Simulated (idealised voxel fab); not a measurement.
process module | voxel self aligned vias
cross-section cut | 295 nm wide | cells 5 nm
A cross-section is a grid of square cells, given in bands from the top down. A band is one or more rows of cells.
Each band's line starts with the height of the band's top and of its bottom, in nm. Then come its materials from left to right, each with its width in nm. One material with "throughout" fills the band from edge to edge. "air" is empty space.
Height 0 is the level under which the wafer as received is all one material. The lowest band goes on downwards, as in "0 down".
A width such as "30 to 40" changes by the same amount from each row of cells to the next, from the band's top row to its bottom row.
"no change" after a step means that no cell of the cross-section changed.
closed voids: empty space of 8 cells or more with no open way to the top, each as width x height at its distance from the left edge, in nm
after a step's settings: what the simulator itself notes on the step
overlay nm, on a step with a mask: how far to the right of its planned place the mask lay; to the left if negative
plan
1 op RECEIVE | material Si
2 op CONFORMAL_DEP | material SiO2 | thk nm 10
3 op CONFORMAL_DEP | material SiCN | thk nm 5
4 op DIRECTIONAL_DEP | material lowk | thk nm 30
5 op DIRECTIONAL_DEP | material aC | thk nm 15
6 op PATTERN | tone open | mask id LINES | material resist | width nm 30 | pitch nm 70 | thk nm 35 | overlay nm 0
7 op DIRECTIONAL_ETCH | etch materials aC | depth nm 15
8 op STRIP | etch materials resist
9 op DIRECTIONAL_ETCH | etch materials lowk | depth nm 30
10 op STRIP | etch materials aC
11 op CONFORMAL_DEP | material TiN | thk nm 5
12 op FILL_DEP | material W | thk nm 10
13 op CMP | height nm 45
14 op SELECTIVE_ETCH | etch materials W Ru TiN | depth nm 10
15 op FILL_DEP | material SiN | thk nm 10
16 op CMP | height nm 45
17 op DIRECTIONAL_DEP | material lowk | thk nm 20
18 op PATTERN | tone open | mask id VIAS | material resist | width nm 40 | thk nm 15 | overlay nm 0
19 op DIRECTIONAL_ETCH | etch materials lowk | depth nm 20
20 op DIRECTIONAL_ETCH | etch materials SiN | depth nm 10
21 op STRIP | etch materials resist
22 op CONFORMAL_DEP | material TiN | thk nm 5
23 op FILL_DEP | material W | thk nm 5
24 op CMP | height nm 65
25 op CONFORMAL_DEP | material SiCN | thk nm 5
as received, after step 1
  0 down: Si throughout
  closed voids: none
a wafer at the end: this start, this plan, one mistake
  75 to 70: SiCN throughout
  70 to 65: TiN 95 | W 30 | TiN 170
  65 to 50: lowk 90 | TiN 5 | W 30 | TiN 5 | lowk 165
  50 to 45: lowk 90 | TiN 10 | W 20 | TiN 10 | lowk 165
  45 to 40: lowk 95 | TiN 5 | W 20 | TiN 5 | lowk 40 | SiN 30 | lowk 100
  40 to 35: lowk 95 | TiN 30 | lowk 40 | SiN 30 | lowk 100
  35 to 20: lowk 95 | TiN 5 | W 20 | TiN 5 | lowk 40 | TiN 5 | W 20 | TiN 5 | lowk 100
  20 to 15: lowk 95 | TiN 30 | lowk 40 | TiN 30 | lowk 100
  15 to 10: SiCN throughout
  10 to 0: SiO2 throughout
  0 down: Si throughout
  closed voids: none
what went wrong: step 24 ran as: op CMP | height nm 70
